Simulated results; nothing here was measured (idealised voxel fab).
process module | voxel self aligned vias
Section shown: cut. Width: 195 nm. Cell size: 5 nm, square.
A cross-section is written here as square cells arranged in a grid, and it is given in bands from the top down, each band taking up one or more rows of cells.
Basically the band line says how high the top is and how high the bottom is, in nm, and then what's in it from left to right, every material with its width in nm. Empty space shows up as "air", and if a single material carries "edge to edge" it runs the full band edge to edge.
Heights from 0 (as-received wafer is one material below). Bottom band endless downward, as "0 -> down".
Width: "30..40" (first number = top row, second number = bottom row, same change from row to row of cells).
"remains unaltered", as given for a step, is the statement that not any cell of the cross-section underwent a change during that step.
The entry "Enclosed empty spaces" lists the empty spaces that cover at least 8 cells and have no open path to the top. Each is written as width x height at distance, where the distance is measured from the left edge and all three values are in nm.
The remark found on a step's line after its settings is issued by the simulator itself and pertains to that step.
For masked steps, "overlay nm" on the step line gives how far right of plan the mask actually lay; a minus sign means it lay to the left.

The process steps that were planned are listed below
1 RECEIVE [material Si]
2 CONFORMAL_DEP [material SiO2] [thk nm 10]
3 CONFORMAL_DEP [material SiCN] [thk nm 5]
4 DIRECTIONAL_DEP [material SiO2] [thk nm 20]
5 MASKED_ETCH [tone open] [mask id LINES] [width nm 25] [pitch nm 65] [etch materials SiO2] [depth nm 20] [overlay nm 0]
6 CONFORMAL_DEP [material TiN] [thk nm 5]
7 FILL_DEP [material Ru] [thk nm 5]
8 CMP [height nm 35]
9 SELECTIVE_ETCH [etch materials W Ru TiN] [depth nm 5]
10 FILL_DEP [material SiN] [thk nm 5]
11 CMP [height nm 35]
12 DIRECTIONAL_DEP [material SiO2] [thk nm 15]
13 DIRECTIONAL_DEP [material aC] [thk nm 10]
14 PATTERN [tone open] [mask id VIAS] [material resist] [width nm 45] [thk nm 25] [overlay nm 0]
15 DIRECTIONAL_ETCH [etch materials aC] [depth nm 10]
16 STRIP [etch materials resist]
17 DIRECTIONAL_ETCH [etch materials SiO2] [depth nm 15]
18 DIRECTIONAL_ETCH [etch materials SiN] [depth nm 5]
19 STRIP [etch materials aC]
20 CONFORMAL_DEP [material TiN] [thk nm 5]
21 FILL_DEP [material Cu] [thk nm 10]
22 CMP [height nm 50]
23 CONFORMAL_DEP [material SiCN] [thk nm 5]

Wafer cross-section on receipt, i.e. after step 1
	0 -> down  Si edge to edge
	Enclosed empty spaces: none

First wafer at the end, as planned
	55 -> 50  SiCN edge to edge
	50 -> 40  40 nm SiO2, then 5 nm TiN, then 35 nm Cu, then 5 nm TiN, then 110 nm SiO2
	40 -> 35  40 nm SiO2, then 15 nm TiN, then 15 nm Cu, then 15 nm TiN, then 110 nm SiO2
	35 -> 30  50 nm SiO2, then 25 nm TiN, then 40 nm SiO2, then 25 nm SiN, then 55 nm SiO2
	30 -> 20  50 nm SiO2, then 5 nm TiN, then 15 nm Ru, then 5 nm TiN, then 40 nm SiO2, then 5 nm TiN, then 15 nm Ru, then 5 nm TiN, then 55 nm SiO2
	20 -> 15  50 nm SiO2, then 25 nm TiN, then 40 nm SiO2, then 25 nm TiN, then 55 nm SiO2
	15 -> 10  SiCN edge to edge
	10 -> 0  SiO2 edge to edge
	0 -> down  Si edge to edge
	Enclosed empty spaces: none

Cross-section, wafer two of two, end of module: same start and plan as wafer one, one error in execution
	70 -> 65  SiCN edge to edge
	65 -> 55  Cu edge to edge
	55 -> 50  45 nm TiN, then 35 nm Cu, then 115 nm TiN
	50 -> 40  40 nm SiO2, then 5 nm TiN, then 35 nm Cu, then 5 nm TiN, then 110 nm SiO2
	40 -> 35  40 nm SiO2, then 15 nm TiN, then 15 nm Cu, then 15 nm TiN, then 110 nm SiO2
	35 -> 30  50 nm SiO2, then 25 nm TiN, then 40 nm SiO2, then 25 nm SiN, then 55 nm SiO2
	30 -> 20  50 nm SiO2, then 5 nm TiN, then 15 nm Ru, then 5 nm TiN, then 40 nm SiO2, then 5 nm TiN, then 15 nm Ru, then 5 nm TiN, then 55 nm SiO2
	20 -> 15  50 nm SiO2, then 25 nm TiN, then 40 nm SiO2, then 25 nm TiN, then 55 nm SiO2
	15 -> 10  SiCN edge to edge
	10 -> 0  SiO2 edge to edge
	0 -> down  Si edge to edge
	Enclosed empty spaces: none
Diagnosis: yeah, step 22 of the plan got skipped, never ran
It is noted that, at the conclusion of processing, the second wafer exhibits a higher or lower cell count for certain materials relative to the first: Cu: 85 more | TiN: 32 more
